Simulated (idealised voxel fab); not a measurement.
process module | voxel wiring stack
cross-section cut | 280 nm wide | cells 5 nm
A cross-section is a grid of square cells, given in bands from the top down. A band is one or more rows of cells.
Each band's line starts with the height of the band's top and of its bottom, in nm. Then come its materials from left to right, each with its width in nm. One material with "throughout" fills the band from edge to edge. "air" is empty space.
Height 0 is the level under which the wafer as received is all one material. The lowest band goes on downwards, as in "0 down".
A width such as "30 to 40" changes by the same amount from each row of cells to the next, from the band's top row to its bottom row.
"no change" after a step means that no cell of the cross-section changed.
closed voids: empty space of 8 cells or more with no open way to the top, each as width x height at its distance from the left edge, in nm
after a step's settings: what the simulator itself notes on the step
overlay nm, on a step with a mask: how far to the right of its planned place the mask lay; to the left if negative
plan
1 op RECEIVE | material Si
2 op CONFORMAL_DEP | material SiO2 | thk nm 10
3 op DIRECTIONAL_DEP | material TiN | thk nm 5
4 op DIRECTIONAL_DEP | material Ru | thk nm 20
5 op PATTERN | tone cover | mask id METAL_1 | material resist | width nm 20 | pitch nm 40 | thk nm 20 | overlay nm 0
6 op DIRECTIONAL_ETCH | etch materials Ru | depth nm 20
7 op DIRECTIONAL_ETCH | etch materials TiN | depth nm 5
8 op STRIP | etch materials resist
9 op FILL_DEP | material SiO2 | thk nm 10
10 op CMP | height nm 35
11 op CONFORMAL_DEP | material SiCN | thk nm 5
12 op DIRECTIONAL_DEP | material lowk | thk nm 10
13 op MASKED_ETCH | tone open | mask id PLUG_1 | width nm 15 | etch materials lowk | depth nm 10 | overlay nm 0
14 op MASKED_ETCH | tone open | mask id PLUG_1 | width nm 15 | etch materials SiCN | depth nm 5 | overlay nm 0
15 op CONFORMAL_DEP | material TiN | thk nm 5
16 op FILL_DEP | material Ru | thk nm 10
17 op CMP | height nm 50
18 op CONFORMAL_DEP | material SiCN | thk nm 5
19 op DIRECTIONAL_DEP | material SiO2 | thk nm 15
20 op MASKED_ETCH | tone open | mask id METAL_2 | width nm 20 | pitch nm 40 | etch materials SiO2 | depth nm 15 | overlay nm 0
21 op MASKED_ETCH | tone open | mask id METAL_2 | width nm 20 | pitch nm 40 | etch materials SiCN | depth nm 5 | overlay nm 0
22 op CONFORMAL_DEP | material TiN | thk nm 5
23 op FILL_DEP | material Ru | thk nm 10
24 op CMP | height nm 70
25 op EPI | material Ru | thk nm 5
26 op FILL_DEP | material SiCN | thk nm 5
first wafer, as planned
as received, after step 1
  0 down: Si throughout
  closed voids: none
after step 2
  10 to 0: SiO2 throughout
  below 0: unchanged
after step 3
  15 to 10: TiN throughout
  below 10: unchanged
after step 4
  35 to 15: Ru throughout
  below 15: unchanged
after step 5
  55 to 35: air 110 | resist 20 | air 20 | resist 20 | air 110
  below 35: unchanged
after step 6
  55 to 35: air 110 | resist 20 | air 20 | resist 20 | air 110
  35 to 15: air 110 | Ru 20 | air 20 | Ru 20 | air 110
  below 15: unchanged
after step 7
  55 to 35: air 110 | resist 20 | air 20 | resist 20 | air 110
  35 to 15: air 110 | Ru 20 | air 20 | Ru 20 | air 110
  15 to 10: air 110 | TiN 20 | air 20 | TiN 20 | air 110
  below 10: unchanged
after step 8
  35 to 15: air 110 | Ru 20 | air 20 | Ru 20 | air 110
  below 15: unchanged
after step 9
  45 to 35: SiO2 throughout
  35 to 15: SiO2 110 | Ru 20 | SiO2 20 | Ru 20 | SiO2 110
  15 to 10: SiO2 110 | TiN 20 | SiO2 20 | TiN 20 | SiO2 110
  below 10: unchanged
after step 10
  35 to 15: SiO2 110 | Ru 20 | SiO2 20 | Ru 20 | SiO2 110
  below 15: unchanged
after step 11
  40 to 35: SiCN throughout
  below 35: unchanged
after step 12
  50 to 40: lowk throughout
  below 40: unchanged
after step 13
  50 to 40: lowk 110 | air 15 | lowk 155
  below 40: unchanged
after step 14
  50 to 40: lowk 110 | air 15 | lowk 155
  40 to 35: SiCN 110 | air 15 | SiCN 155
  below 35: unchanged
after step 15
  55 to 50: TiN 115 | air 5 | TiN 160
  50 to 40: lowk 110 | TiN 5 | air 5 | TiN 5 | lowk 155
  40 to 35: SiCN 110 | TiN 15 | SiCN 155
  below 35: unchanged
after step 16
  65 to 55: Ru throughout
  55 to 50: TiN 115 | Ru 5 | TiN 160
  50 to 40: lowk 110 | TiN 5 | Ru 5 | TiN 5 | lowk 155
  below 40: unchanged
after step 17
  50 to 40: lowk 110 | TiN 5 | Ru 5 | TiN 5 | lowk 155
  below 40: unchanged
after step 18
  55 to 50: SiCN throughout
  below 50: unchanged
after step 19
  70 to 55: SiO2 throughout
  below 55: unchanged
after step 20
  70 to 55: SiO2 110 | air 20 | SiO2 20 | air 20 | SiO2 110
  below 55: unchanged
after step 21
  70 to 55: SiO2 110 | air 20 | SiO2 20 | air 20 | SiO2 110
  55 to 50: SiCN 110 | air 20 | SiCN 20 | air 20 | SiCN 110
  below 50: unchanged
after step 22
  75 to 70: TiN 115 | air 10 | TiN 30 | air 10 | TiN 115
  70 to 55: SiO2 110 | TiN 5 | air 10 | TiN 5 | SiO2 20 | TiN 5 | air 10 | TiN 5 | SiO2 110
  55 to 50: SiCN 110 | TiN 20 | SiCN 20 | TiN 20 | SiCN 110
  below 50: unchanged
after step 23
  85 to 75: Ru throughout
  75 to 70: TiN 115 | Ru 10 | TiN 30 | Ru 10 | TiN 115
  70 to 55: SiO2 110 | TiN 5 | Ru 10 | TiN 5 | SiO2 20 | TiN 5 | Ru 10 | TiN 5 | SiO2 110
  below 55: unchanged
after step 24
  70 to 55: SiO2 110 | TiN 5 | Ru 10 | TiN 5 | SiO2 20 | TiN 5 | Ru 10 | TiN 5 | SiO2 110
  below 55: unchanged
after step 25
  75 to 70: air 105 | Ru 30 | air 10 | Ru 30 | air 105
  below 70: unchanged
after step 26
  80 to 75: SiCN throughout
  75 to 70: SiCN 105 | Ru 30 | SiCN 10 | Ru 30 | SiCN 105
  below 70: unchanged
second wafer: like start, like plan, one mistake. Through step 18 it matches the first wafer
when step 19 should have ended: no change
when step 20 should have ended: no change
when step 21 should have ended
  55 to 50: SiCN 110 | air 20 | SiCN 20 | air 20 | SiCN 110
  below 50: unchanged
when step 22 should have ended
  60 to 55: TiN 115 | air 10 | TiN 30 | air 10 | TiN 115
  55 to 50: SiCN 110 | TiN 20 | SiCN 20 | TiN 20 | SiCN 110
  below 50: unchanged
when step 23 should have ended
  70 to 60: Ru throughout
  60 to 55: TiN 115 | Ru 10 | TiN 30 | Ru 10 | TiN 115
  below 55: unchanged
when step 24 should have ended: no change
when step 25 should have ended
  75 to 60: Ru throughout
  below 60: unchanged
when step 26 should have ended
  80 to 75: SiCN throughout
  below 75: unchanged
what went wrong: step 19 was left out
at the end the second wafer has, in cells: 148 more of Ru | 44 fewer of SiCN | 144 fewer of SiO2 | 40 more of TiN
